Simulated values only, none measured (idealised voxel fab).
Process module in this document: voxel released beams
Shown is cross-section cut, with a width of 260 nm and square cells of size 5 nm.
Cross-section, as written here: a square-cell grid given band by band from the top down, where a band holds one or more rows of cells. The entry gives the band's vertical extent as a top height and a bottom height in nm, then its horizontal make-up as materials from left to right, each with a width in nm. "empty" stands for empty space; a single material marked "edge to edge" fills the band edge to edge. Height reference: 0 = level under which incoming wafer is all one material. Lowest band: no bottom, runs on downward, e.g. "0 down". A width such as "30->40" changes by the same amount from each row of cells to the next, from the band's top row to its bottom row. "identical to before", as given for a step, is the statement that not any cell of the cross-section underwent a change during that step. Empty spaces without an open route to the top, at least 8 cells in extent, make up the entry "Sealed void list"; each is given as width x height at distance, where the distance is measured from the left edge, and all are in nm. Heads up: the bit after the settings on a step's line is the simulator's remark on that step. "overlay nm" denotes, for a step that has a mask, the displacement of the mask to the right of its planned place, with negative values corresponding to the left.

PLAN
step 1: op RECEIVE | material Si
step 2: op CONFORMAL_DEP | material SiN | thk nm 10
step 3: op DIRECTIONAL_DEP | material SiO2 | thk nm 10
step 4: op MASKED_ETCH | tone open | mask id ANCHOR | width nm 40 | etch materials SiO2 | depth nm 10 | overlay nm 0
step 5: op CONFORMAL_DEP | material TiN | thk nm 15
step 6: op DIRECTIONAL_DEP | material aC | thk nm 15
step 7: op PATTERN | tone cover | mask id BEAM | material resist | width nm 110 | thk nm 30 | overlay nm 0
step 8: op DIRECTIONAL_ETCH | etch materials aC | depth nm 15
step 9: op STRIP | etch materials resist
step 10: op DIRECTIONAL_ETCH | etch materials TiN | depth nm 15
step 11: op STRIP | etch materials aC
step 12: op STRIP | etch materials SiO2

CROSS-SECTION: WAFER ON ARRIVAL = AFTER STEP 1
> 0 down: Si edge to edge
> Sealed void list: none

BELOW IS THE WAFER IN CROSS-SECTION AFTER THE MODULE WAS COMPLETED. IT BEGAN FROM THE STARTING POINT SHOWN ABOVE AND FOLLOWED THE PLAN SHOWN ABOVE, EXCEPT THAT ONE MISTAKE WAS MADE WHILE RUNNING IT
> 35 to 25: empty: 80, TiN: 10, empty: 10, TiN: 90, empty: 70
> 25 to 20: empty: 80, TiN: 110, empty: 70
> 20 to 10: empty: 75, TiN: 40, empty: 145
> 10 to 0: SiN edge to edge
> 0 down: Si edge to edge
> Sealed void list: none
Deviation from plan: step 7 deviated from plan and actually ran as op PATTERN | tone cover | mask id BEAM | material resist | width nm 110 | thk nm 30 | overlay nm 10
